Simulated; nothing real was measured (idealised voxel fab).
The name of this process module is voxel transistor to metal.
Xsec cut, 210 nm wide, square cell size 5 nm.
Just so we're on the same page, the cross-sections are grids of square cells, and they're listed out in bands top to bottom, each band one or more rows deep. Top height, bottom height, nm. Materials left to right, width each, nm. Single material + "all across" = fills band edge to edge. "air" = empty. It should be noted that heights are counted from 0, beneath which the wafer as supplied is of one material throughout, and that the lowest band possesses no lower boundary but continues downward, as written in "top 0, no bottom". Width "30 to 40": first value at the band's top row of cells, second value at its bottom row, equal change from row to row. "no modifications" for a step: no cell of the cross-section changed in that step. Entrapped voids: empty space of 8 cells or more with no open way to the top, each as width x height at its distance from the left edge, in nm. Read whatever lies past the settings on a step's line as the simulator's own remark about the step. If you see "overlay nm" on a step's line and that step has a mask, it's telling you how far right of where it was planned the mask ended up; a negative number means it went left instead.

# Process steps foreseen in the plan
- 1: RECEIVE (material Si)
- 2: OXIDIZE (depth nm 5)
- 3: CONFORMAL_DEP (material SiN; thk nm 10)
- 4: DIRECTIONAL_DEP (material aC; thk nm 10)
- 5: PATTERN (tone cover; mask id ACTIVE; material resist; width nm 85; thk nm 30; overlay nm 0)
- 6: DIRECTIONAL_ETCH (etch materials aC; depth nm 10)
- 7: STRIP (etch materials resist)
- 8: DIRECTIONAL_ETCH (etch materials SiN; depth nm 10)
- 9: DIRECTIONAL_ETCH (etch materials SiO2; depth nm 5)
- 10: DIRECTIONAL_ETCH (etch materials Si; depth nm 25)
- 11: STRIP (etch materials aC)
- 12: OXIDIZE (depth nm 5)
- 13: FILL_DEP (material SiO2; thk nm 15)
- 14: CMP (height nm 10)
- 15: SELECTIVE_ETCH (etch materials SiO2; depth nm 5)
- 16: STRIP (etch materials SiN)
- 17: SELECTIVE_ETCH (etch materials SiO2; depth nm 5)
- 18: OXIDIZE (depth nm 5)
- 19: DIRECTIONAL_DEP (material polySi; thk nm 25)
- 20: DIRECTIONAL_DEP (material SiCN; thk nm 10)
- 21: DIRECTIONAL_DEP (material aC; thk nm 15)
- 22: PATTERN (tone cover; mask id GATE; material resist; width nm 15; thk nm 35; overlay nm 0)
- 23: DIRECTIONAL_ETCH (etch materials aC; depth nm 15)
- 24: STRIP (etch materials resist)
- 25: DIRECTIONAL_ETCH (etch materials SiCN; depth nm 20)
- 26: DIRECTIONAL_ETCH (etch materials polySi; depth nm 35)
- 27: STRIP (etch materials aC)
- 28: CONFORMAL_DEP (material SiO2; thk nm 5)
- 29: DIRECTIONAL_ETCH (etch materials SiO2; depth nm 5)
- 30: CONFORMAL_DEP (material SiN; thk nm 5)
- 31: DIRECTIONAL_ETCH (etch materials SiN; depth nm 5)
- 32: DIRECTIONAL_ETCH (etch materials SiO2; depth nm 5)
- 33: EPI (material pSi; thk nm 5)
- 34: FILL_DEP (material SiO2; thk nm 10)
- 35: CMP (height nm 30)
- 36: DIRECTIONAL_DEP (material SiO2; thk nm 15)
- 37: PATTERN (tone open; mask id CONTACT; material resist; width nm 25; pitch nm 50; thk nm 20; overlay nm 0)
- 38: DIRECTIONAL_ETCH (etch materials SiO2; depth nm 50)
- 39: STRIP (etch materials resist)
- 40: CONFORMAL_DEP (material TiN; thk nm 5)
- 41: FILL_DEP (material W; thk nm 5)
- 42: CMP (height nm 45)
- 43: CONFORMAL_DEP (material SiN; thk nm 5)
- 44: DIRECTIONAL_DEP (material lowk; thk nm 25)
- 45: DIRECTIONAL_DEP (material aC; thk nm 10)
- 46: PATTERN (tone open; mask id METAL_1; material resist; width nm 15; pitch nm 60; thk nm 25; overlay nm 0)
- 47: DIRECTIONAL_ETCH (etch materials aC; depth nm 10)
- 48: STRIP (etch materials resist)
- 49: DIRECTIONAL_ETCH (etch materials lowk; depth nm 25)
- 50: DIRECTIONAL_ETCH (etch materials SiN; depth nm 5)
- 51: STRIP (etch materials aC)
- 52: CONFORMAL_DEP (material TiN; thk nm 5)
- 53: FILL_DEP (material W; thk nm 10)
- 54: CMP (height nm 75)
- 55: CONFORMAL_DEP (material SiCN; thk nm 5)
- 56: DIRECTIONAL_DEP (material lowk; thk nm 35)
- 57: PATTERN (tone open; mask id METAL_2; material resist; width nm 15; pitch nm 60; thk nm 20; overlay nm 0)
- 58: DIRECTIONAL_ETCH (etch materials lowk; depth nm 20)
- 59: STRIP (etch materials resist)
- 60: PATTERN (tone open; mask id METAL_2_HOLES; material resist; width nm 15; pitch nm 60; thk nm 15; overlay nm 0)
- 61: DIRECTIONAL_ETCH (etch materials lowk; depth nm 15)
- 62: DIRECTIONAL_ETCH (etch materials SiCN; depth nm 5)
- 63: STRIP (etch materials resist)
- 64: CONFORMAL_DEP (material TiN; thk nm 5)
- 65: FILL_DEP (material Cu; thk nm 5)
- 66: CMP (height nm 115)
- 67: CONFORMAL_DEP (material SiN; thk nm 5)

# As-received state of the wafer in cross-section, equivalent to post-step 1
* top 0, no bottom | Si all across
* Entrapped voids: none

# The module was run from the start shown above using the plan shown above, but one mistake was made doing it; the resulting wafer cross-section is below
* top 120, bottom 115 | SiN all across
* top 115, bottom 80 | lowk (65); TiN (5); Cu (5); TiN (5); lowk (45); TiN (5); Cu (5); TiN (5); lowk (70)
* top 80, bottom 75 | SiCN (65); TiN (15); SiCN (45); TiN (15); SiCN (70)
* top 75, bottom 50 | W (60); TiN (5); lowk (15); TiN (5); W (35); TiN (5); lowk (15); TiN (5); W (65)
* top 50, bottom 45 | TiN (65); SiN (15); TiN (45); SiN (15); TiN (70)
* top 45, bottom 35 | SiO2 (65); TiN (5); W (15); TiN (5); SiO2 (25); TiN (5); W (15); TiN (5); SiO2 (70)
* top 35, bottom 30 | SiO2 (65); TiN (5); W (10); TiN (10); SiO2 (25); TiN (10); W (10); TiN (5); SiO2 (70)
* top 30, bottom 20 | SiO2 (65); TiN (5); W (10); TiN (5); SiN (5); SiO2 (5); SiCN (15); SiO2 (5); SiN (5); TiN (5); W (10); TiN (5); SiO2 (70)
* top 20, bottom 0 | SiO2 (65); TiN (5); W (10); TiN (5); SiN (5); SiO2 (5); polySi (15); SiO2 (5); SiN (5); TiN (5); W (10); TiN (5); SiO2 (70)
* top 0, bottom -5 | SiO2 (60); SiN (5); TiN (20); SiN (5); SiO2 (5); polySi (15); SiO2 (5); SiN (5); TiN (20); SiN (5); SiO2 (65)
* top -5, bottom -10 | SiO2 (65); pSi (20); SiO2 (35); pSi (20); SiO2 (70)
* top -10, bottom -35 | SiO2 (65); Si (75); SiO2 (70)
* top -35, no bottom | Si all across
* Entrapped voids: none
Which mistake was made when the wafer was run? so step 46 ended up running with a different setting than we planned, it ran as PATTERN (tone cover; mask id METAL_1; material resist; width nm 15; pitch nm 60; thk nm 25; overlay nm 0)
